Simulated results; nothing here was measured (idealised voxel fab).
The name of this process module is voxel capacitor over wiring.
The figure presents cross-section cut, which has a width of 230 nm and is divided into square cells with an edge length of 5 nm.
Throughout this document, each cross-section is represented as a grid of square cells and is presented as a sequence of bands enumerated from the top downward, where a band comprises one or more rows of cells. Band entry format. Leading values: height of top, height of bottom, nm. Remainder: materials in left-to-right order, each with its width in nm. Special words: "throughout" on a single material, which then fills the band edge to edge; "blank", empty space. Heights are expressed relative to 0, this being the level below which the as-received wafer comprises one material exclusively. The lowest band is unbounded in the downward direction and is denoted as in "top 0, no bottom". A width such as "30->40" changes by the same amount from each row of cells to the next, from the band's top row to its bottom row. "everything unchanged" means the step left every cell of the cross-section as it was. Entry "Closed void catalog". Content: empty spaces with no open connection to the top, size 8 cells or greater. Each: width x height at distance. Distance: from left edge. Unit: nm. Read whatever lies past the settings on a step's line as the simulator's own remark about the step. Regarding "overlay nm": on a step with a mask, it is the distance the mask lay to the right of its planned place; a negative value places it to the left.
Planned process steps:
step 1: RECEIVE with material Si
step 2: CONFORMAL_DEP with material SiO2, thk nm 15
step 3: DIRECTIONAL_DEP with material TiN, thk nm 5
step 4: DIRECTIONAL_DEP with material Ru, thk nm 15
step 5: PATTERN with tone cover, mask id METAL_1, material resist, width nm 25, pitch nm 80, thk nm 20, overlay nm 0
step 6: DIRECTIONAL_ETCH with etch materials Ru, depth nm 15
step 7: DIRECTIONAL_ETCH with etch materials TiN, depth nm 5
step 8: STRIP with etch materials resist
step 9: FILL_DEP with material lowk, thk nm 10
step 10: CMP with height nm 35
step 11: CONFORMAL_DEP with material SiCN, thk nm 5
step 12: DIRECTIONAL_DEP with material lowk, thk nm 20
step 13: DIRECTIONAL_DEP with material aC, thk nm 10
step 14: PATTERN with tone open, mask id PLUG_1, material resist, width nm 15, thk nm 30, overlay nm 0
step 15: DIRECTIONAL_ETCH with etch materials aC, depth nm 10
step 16: STRIP with etch materials resist
step 17: DIRECTIONAL_ETCH with etch materials lowk, depth nm 20
step 18: DIRECTIONAL_ETCH with etch materials SiCN, depth nm 5
step 19: STRIP with etch materials aC
step 20: CONFORMAL_DEP with material TiN, thk nm 5
step 21: FILL_DEP with material Ru, thk nm 5
step 22: CMP with height nm 60
step 23: DIRECTIONAL_DEP with material TiN, thk nm 10
step 24: DIRECTIONAL_DEP with material Al2O3, thk nm 5
step 25: DIRECTIONAL_DEP with material TiN, thk nm 5
step 26: MASKED_ETCH with tone cover, mask id UPPER_PLATE, width nm 60, etch materials TiN, depth nm 5, overlay nm 0
step 27: MASKED_ETCH with tone cover, mask id UPPER_PLATE, width nm 60, etch materials Al2O3, depth nm 5, overlay nm 0
step 28: MASKED_ETCH with tone cover, mask id LOWER_PLATE, width nm 70, etch materials TiN, depth nm 10, overlay nm 0
step 29: FILL_DEP with material SiO2, thk nm 15
step 30: CMP with height nm 90
step 31: DIRECTIONAL_DEP with material aC, thk nm 10
step 32: PATTERN with tone open, mask id PLUG_2, material resist, width nm 15, thk nm 25, overlay nm 0
step 33: DIRECTIONAL_ETCH with etch materials aC, depth nm 10
step 34: STRIP with etch materials resist
step 35: DIRECTIONAL_ETCH with etch materials SiO2, depth nm 10
step 36: STRIP with etch materials aC
step 37: CONFORMAL_DEP with material TiN, thk nm 5
step 38: FILL_DEP with material Ru, thk nm 5
step 39: CMP with height nm 90
step 40: CONFORMAL_DEP with material SiCN, thk nm 5
Delivered wafer in cross-section: state after step 1:
  top 0, no bottom: Si throughout
  Closed void catalog: none
a wafer at the end: this start, this plan, one mistake:
  top 95, bottom 90: SiCN throughout
  top 90, bottom 85: SiO2 (80) / TiN (5) / Al2O3 (5) / TiN (5) / SiO2 (135)
  top 85, bottom 75: SiO2 (80->70) / TiN (15->60) / SiO2 (135->100)
  top 75, bottom 70: SiO2 (70) / Al2O3 (60) / SiO2 (100)
  top 70, bottom 60: SiO2 (65) / TiN (70) / SiO2 (95)
  top 60, bottom 40: lowk (70) / TiN (5) / Ru (5) / TiN (5) / lowk (145)
  top 40, bottom 35: SiCN (70) / TiN (15) / SiCN (145)
  top 35, bottom 20: lowk (60) / Ru (25) / lowk (55) / Ru (25) / lowk (65)
  top 20, bottom 15: lowk (60) / TiN (25) / lowk (55) / TiN (25) / lowk (65)
  top 15, bottom 0: SiO2 throughout
  top 0, no bottom: Si throughout
  Closed void catalog: none
Run error: step 38 was run on a setting that differed from the plan, and what really ran there is FILL_DEP with material Al2O3, thk nm 5
